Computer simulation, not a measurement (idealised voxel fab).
process module | voxel capacitor over wiring
cross-section cut | 300 nm wide | cells 5 nm
A cross-section is a grid of square cells, given in bands from the top down. A band is one or more rows of cells.
Each band's line starts with the height of the band's top and of its bottom, in nm. Then come its materials from left to right, each with its width in nm. One material with "throughout" fills the band from edge to edge. "air" is empty space.
Height 0 is the level under which the wafer as received is all one material. The lowest band goes on downwards, as in "0 down".
A width such as "30 to 40" changes by the same amount from each row of cells to the next, from the band's top row to its bottom row.
"no change" after a step means that no cell of the cross-section changed.
closed voids: empty space of 8 cells or more with no open way to the top, each as width x height at its distance from the left edge, in nm
after a step's settings: what the simulator itself notes on the step
overlay nm, on a step with a mask: how far to the right of its planned place the mask lay; to the left if negative
Each pair below shows a cross-section before one step and the cross-section after it, down to the lowest band that changed. The line under each pair gives the step between them, with its settings. The pairs can come from different runs of this module on the same starting wafer, so a pair continues from the pair above only where its "before" says so.
before
  105 to 90: aC throughout
  90 to 80: TiN throughout
  80 to 75: HfO2 throughout
  75 to 65: TiN throughout
  65 to 45: SiO2 100 | TiN 5 | Cu 5 | TiN 5 | SiO2 185
  45 to 40: SiCN 100 | TiN 15 | SiCN 185
  40 to 20: lowk 90 | SiCN 5 | W 20 | SiCN 5 | lowk 55 | SiCN 5 | W 20 | SiCN 5 | lowk 95
  20 to 15: SiCN 95 | TiN 20 | SiCN 65 | TiN 20 | SiCN 100
  15 to 0: SiO2 throughout
  0 down: Si throughout
  closed voids: none
after
  135 to 105: air 95 | resist 80 | air 125
  below 105: unchanged
  closed voids: none
the step between: op PATTERN | tone cover | mask id UPPER_PLATE | material resist | width nm 80 | thk nm 30 | overlay nm 0
before: the cross-section after the pair above
after
  120 to 105: air 95 | resist 80 | air 125
  105 to 90: air 95 | aC 80 | air 125
  below 90: unchanged
  closed voids: none
the step between: op DIRECTIONAL_ETCH | etch materials aC | depth nm 15
before: the cross-section after the pair above
after
  105 to 90: air 95 | aC 80 | air 125
  below 90: unchanged
  closed voids: none
the step between: op STRIP | etch materials resist
before: the cross-section after the pair above
after
  105 to 90: air 95 | aC 80 | air 125
  90 to 80: air 95 | TiN 80 | air 125
  below 80: unchanged
  closed voids: none
the step between: op DIRECTIONAL_ETCH | etch materials TiN | depth nm 10
before: the cross-section after the pair above
after
  105 to 90: air 95 | aC 80 | air 125
  90 to 80: air 95 | TiN 80 | air 125
  80 to 75: air 95 | HfO2 80 | air 125
  below 75: unchanged
  closed voids: none
the step between: op DIRECTIONAL_ETCH | etch materials HfO2 | depth nm 5
before: the cross-section after the pair above
after
  90 to 80: air 95 | TiN 80 | air 125
  below 80: unchanged
  closed voids: none
the step between: op STRIP | etch materials aC
before: the cross-section after the pair above
after
  90 to 80: air 95 | TiN 80 | air 125
  80 to 75: air 95 | HfO2 80 | air 125
  75 to 65: air 95 | TiN 80 | air 125
  below 65: unchanged
  closed voids: none
the step between: op MASKED_ETCH | tone cover | mask id LOWER_PLATE | width nm 80 | etch materials TiN | depth nm 10 | overlay nm 0
before: the cross-section after the pair above
after
  105 to 90: SiO2 throughout
  90 to 80: SiO2 95 | TiN 80 | SiO2 125
  80 to 75: SiO2 95 | HfO2 80 | SiO2 125
  75 to 65: SiO2 95 | TiN 80 | SiO2 125
  below 65: unchanged
  closed voids: none
the step between: op FILL_DEP | material SiO2 | thk nm 15
before: the cross-section after the pair above
after
  100 to 90: SiO2 throughout
  below 90: unchanged
  closed voids: none
the step between: op CMP | height nm 100
before: the cross-section after the pair above
after
  120 to 100: resist 110 | air 15 | resist 175
  below 100: unchanged
  closed voids: none
the step between: op PATTERN | tone open | mask id PLUG_2 | material resist | width nm 15 | thk nm 20 | overlay nm 0
before: the cross-section after the pair above
after
  120 to 100: resist 110 | air 15 | resist 175
  100 to 90: SiO2 110 | air 15 | SiO2 175
  below 90: unchanged
  closed voids: none
the step between: op DIRECTIONAL_ETCH | etch materials SiO2 | depth nm 10
before: the cross-section after the pair above
after
  100 to 90: SiO2 110 | air 15 | SiO2 175
  below 90: unchanged
  closed voids: none
the step between: op STRIP | etch materials resist
before: the cross-section after the pair above
after
  105 to 100: TiN 115 | air 5 | TiN 180
  100 to 95: SiO2 110 | TiN 5 | air 5 | TiN 5 | SiO2 175
  95 to 90: SiO2 110 | TiN 15 | SiO2 175
  below 90: unchanged
  closed voids: none
the step between: op CONFORMAL_DEP | material TiN | thk nm 5
before: the cross-section after the pair above
after
  110 to 105: W throughout
  105 to 100: TiN 115 | W 5 | TiN 180
  100 to 95: SiO2 110 | TiN 5 | W 5 | TiN 5 | SiO2 175
  below 95: unchanged
  closed voids: none
the step between: op FILL_DEP | material W | thk nm 5
before: the cross-section after the pair above
after
  100 to 95: SiO2 110 | TiN 5 | W 5 | TiN 5 | SiO2 175
  below 95: unchanged
  closed voids: none
the step between: op CMP | height nm 100
before: the cross-section after the pair above
after
  105 to 100: SiCN throughout
  below 100: unchanged
  closed voids: none
the step between: op CONFORMAL_DEP | material SiCN | thk nm 5
before
  90 to 80: air 100 | TiN 70 | air 130
  80 to 75: air 100 | HfO2 70 | air 130
  75 to 65: TiN throughout
  65 to 45: SiO2 100 | TiN 5 | Cu 5 | TiN 5 | SiO2 185
  45 to 40: SiCN 100 | TiN 15 | SiCN 185
  40 to 20: lowk 90 | SiCN 5 | W 20 | SiCN 5 | lowk 55 | SiCN 5 | W 20 | SiCN 5 | lowk 95
  20 to 15: SiCN 95 | TiN 20 | SiCN 65 | TiN 20 | SiCN 100
  15 to 0: SiO2 throughout
  0 down: Si throughout
  closed voids: none
after
  90 to 80: air 100 | TiN 65 | air 135
  80 to 75: air 100 | HfO2 70 | air 130
  75 to 65: air 85 | TiN 85 | air 130
  below 65: unchanged
  closed voids: none
the step between: op MASKED_ETCH | tone cover | mask id LOWER_PLATE | width nm 80 | etch materials TiN | depth nm 10 | overlay nm -10
before: the cross-section after the pair above
after
  105 to 90: SiO2 throughout
  90 to 80: SiO2 100 | TiN 65 | SiO2 135
  80 to 75: SiO2 100 | HfO2 70 | SiO2 130
  75 to 65: SiO2 85 | TiN 85 | SiO2 130
  below 65: unchanged
  closed voids: none
the step between: op FILL_DEP | material SiO2 | thk nm 15
before: the cross-section after the pair above
after
  100 to 90: SiO2 throughout
  below 90: unchanged
  closed voids: none
the step between: op CMP | height nm 100
before: the cross-section after the pair above
after
  120 to 100: resist 110 | air 15 | resist 175
  below 100: unchanged
  closed voids: none
the step between: op PATTERN | tone open | mask id PLUG_2 | material resist | width nm 15 | thk nm 20 | overlay nm 0
before: the cross-section after the pair above
after
  120 to 100: resist 110 | air 15 | resist 175
  100 to 90: SiO2 110 | air 15 | SiO2 175
  below 90: unchanged
  closed voids: none
the step between: op DIRECTIONAL_ETCH | etch materials SiO2 | depth nm 10
before: the cross-section after the pair above
after
  100 to 90: SiO2 110 | air 15 | SiO2 175
  below 90: unchanged
  closed voids: none
the step between: op STRIP | etch materials resist
before: the cross-section after the pair above
after
  105 to 100: TiN 115 | air 5 | TiN 180
  100 to 95: SiO2 110 | TiN 5 | air 5 | TiN 5 | SiO2 175
  95 to 90: SiO2 110 | TiN 15 | SiO2 175
  below 90: unchanged
  closed voids: none
the step between: op CONFORMAL_DEP | material TiN | thk nm 5
before: the cross-section after the pair above
after
  110 to 105: W throughout
  105 to 100: TiN 115 | W 5 | TiN 180
  100 to 95: SiO2 110 | TiN 5 | W 5 | TiN 5 | SiO2 175
  below 95: unchanged
  closed voids: none
the step between: op FILL_DEP | material W | thk nm 5
before: the cross-section after the pair above
after
  100 to 95: SiO2 110 | TiN 5 | W 5 | TiN 5 | SiO2 175
  below 95: unchanged
  closed voids: none
the step between: op CMP | height nm 100
before: the cross-section after the pair above
after
  105 to 100: SiCN throughout
  below 100: unchanged
  closed voids: none
the step between: op CONFORMAL_DEP | material SiCN | thk nm 5
before
  105 to 100: TiN 115 | air 5 | TiN 180
  100 to 95: SiO2 110 | TiN 5 | air 5 | TiN 5 | SiO2 175
  95 to 90: SiO2 110 | TiN 15 | SiO2 175
  90 to 80: SiO2 100 | TiN 70 | SiO2 130
  80 to 75: SiO2 100 | HfO2 70 | SiO2 130
  75 to 65: SiO2 95 | TiN 80 | SiO2 125
  65 to 45: SiO2 100 | TiN 5 | Cu 5 | TiN 5 | SiO2 185
  45 to 40: SiCN 100 | TiN 15 | SiCN 185
  40 to 20: lowk 90 | SiCN 5 | W 20 | SiCN 5 | lowk 55 | SiCN 5 | W 20 | SiCN 5 | lowk 95
  20 to 15: SiCN 95 | TiN 20 | SiCN 65 | TiN 20 | SiCN 100
  15 to 0: SiO2 throughout
  0 down: Si throughout
  closed voids: none
after
  110 to 105: SiCN throughout
  105 to 100: TiN 115 | SiCN 5 | TiN 180
  100 to 95: SiO2 110 | TiN 5 | SiCN 5 | TiN 5 | SiO2 175
  below 95: unchanged
  closed voids: none
the step between: op FILL_DEP | material SiCN | thk nm 5
before: the cross-section after the pair above
after
  100 to 95: SiO2 110 | TiN 5 | SiCN 5 | TiN 5 | SiO2 175
  below 95: unchanged
  closed voids: none
the step between: op CMP | height nm 100
before: the cross-section after the pair above
after
  105 to 100: SiCN throughout
  below 100: unchanged
  closed voids: none
the step between: op CONFORMAL_DEP | material SiCN | thk nm 5
before
  105 to 90: aC throughout
  90 to 80: TiN throughout
  80 to 75: HfO2 throughout
  75 to 65: TiN throughout
  65 to 45: SiO2 100 | TiN 5 | Cu 5 | TiN 5 | SiO2 185
  45 to 40: SiCN 100 | TiN 15 | SiCN 185
  40 to 20: lowk 90 | SiCN 5 | W 20 | SiCN 5 | lowk 55 | SiCN 5 | W 20 | SiCN 5 | lowk 95
  20 to 15: SiCN 95 | TiN 20 | SiCN 65 | TiN 20 | SiCN 100
  15 to 0: SiO2 throughout
  0 down: Si throughout
  closed voids: none
after
  135 to 105: resist 100 | air 70 | resist 130
  below 105: unchanged
  closed voids: none
the step between: op PATTERN | tone open | mask id UPPER_PLATE | material resist | width nm 70 | thk nm 30 | overlay nm 0
before: the cross-section after the pair above
after
  120 to 105: resist 100 | air 70 | resist 130
  105 to 90: aC 100 | air 70 | aC 130
  below 90: unchanged
  closed voids: none
the step between: op DIRECTIONAL_ETCH | etch materials aC | depth nm 15
before: the cross-section after the pair above
after
  105 to 90: aC 100 | air 70 | aC 130
  below 90: unchanged
  closed voids: none
the step between: op STRIP | etch materials resist
before: the cross-section after the pair above
after
  105 to 90: aC 100 | air 70 | aC 130
  90 to 80: TiN 100 | air 70 | TiN 130
  below 80: unchanged
  closed voids: none
the step between: op DIRECTIONAL_ETCH | etch materials TiN | depth nm 10
before: the cross-section after the pair above
after
  105 to 90: aC 100 | air 70 | aC 130
  90 to 80: TiN 100 | air 70 | TiN 130
  80 to 75: HfO2 100 | air 70 | HfO2 130
  below 75: unchanged
  closed voids: none
the step between: op DIRECTIONAL_ETCH | etch materials HfO2 | depth nm 5
before: the cross-section after the pair above
after
  90 to 80: TiN 100 | air 70 | TiN 130
  below 80: unchanged
  closed voids: none
the step between: op STRIP | etch materials aC
before: the cross-section after the pair above
after
  90 to 80: air 95 | TiN 5 | air 70 | TiN 5 | air 125
  below 80: unchanged
  closed voids: none
the step between: op MASKED_ETCH | tone cover | mask id LOWER_PLATE | width nm 80 | etch materials TiN | depth nm 10 | overlay nm 0
before: the cross-section after the pair above
after
  105 to 90: SiO2 throughout
  90 to 80: SiO2 95 | TiN 5 | SiO2 70 | TiN 5 | SiO2 125
  80 to 75: HfO2 100 | SiO2 70 | HfO2 130
  below 75: unchanged
  closed voids: none
the step between: op FILL_DEP | material SiO2 | thk nm 15
before: the cross-section after the pair above
after
  100 to 90: SiO2 throughout
  below 90: unchanged
  closed voids: none
the step between: op CMP | height nm 100
before: the cross-section after the pair above
after
  120 to 100: resist 110 | air 15 | resist 175
  below 100: unchanged
  closed voids: none
the step between: op PATTERN | tone open | mask id PLUG_2 | material resist | width nm 15 | thk nm 20 | overlay nm 0
before: the cross-section after the pair above
after
  120 to 100: resist 110 | air 15 | resist 175
  100 to 90: SiO2 110 | air 15 | SiO2 175
  below 90: unchanged
  closed voids: none
the step between: op DIRECTIONAL_ETCH | etch materials SiO2 | depth nm 10
before: the cross-section after the pair above
after
  100 to 90: SiO2 110 | air 15 | SiO2 175
  below 90: unchanged
  closed voids: none
the step between: op STRIP | etch materials resist
before: the cross-section after the pair above
after
  105 to 100: TiN 115 | air 5 | TiN 180
  100 to 95: SiO2 110 | TiN 5 | air 5 | TiN 5 | SiO2 175
  95 to 90: SiO2 110 | TiN 15 | SiO2 175
  below 90: unchanged
  closed voids: none
the step between: op CONFORMAL_DEP | material TiN | thk nm 5
before: the cross-section after the pair above
after
  110 to 105: W throughout
  105 to 100: TiN 115 | W 5 | TiN 180
  100 to 95: SiO2 110 | TiN 5 | W 5 | TiN 5 | SiO2 175
  below 95: unchanged
  closed voids: none
the step between: op FILL_DEP | material W | thk nm 5
before: the cross-section after the pair above
after
  100 to 95: SiO2 110 | TiN 5 | W 5 | TiN 5 | SiO2 175
  below 95: unchanged
  closed voids: none
the step between: op CMP | height nm 100
before: the cross-section after the pair above
after
  105 to 100: SiCN throughout
  below 100: unchanged
  closed voids: none
the step between: op CONFORMAL_DEP | material SiCN | thk nm 5
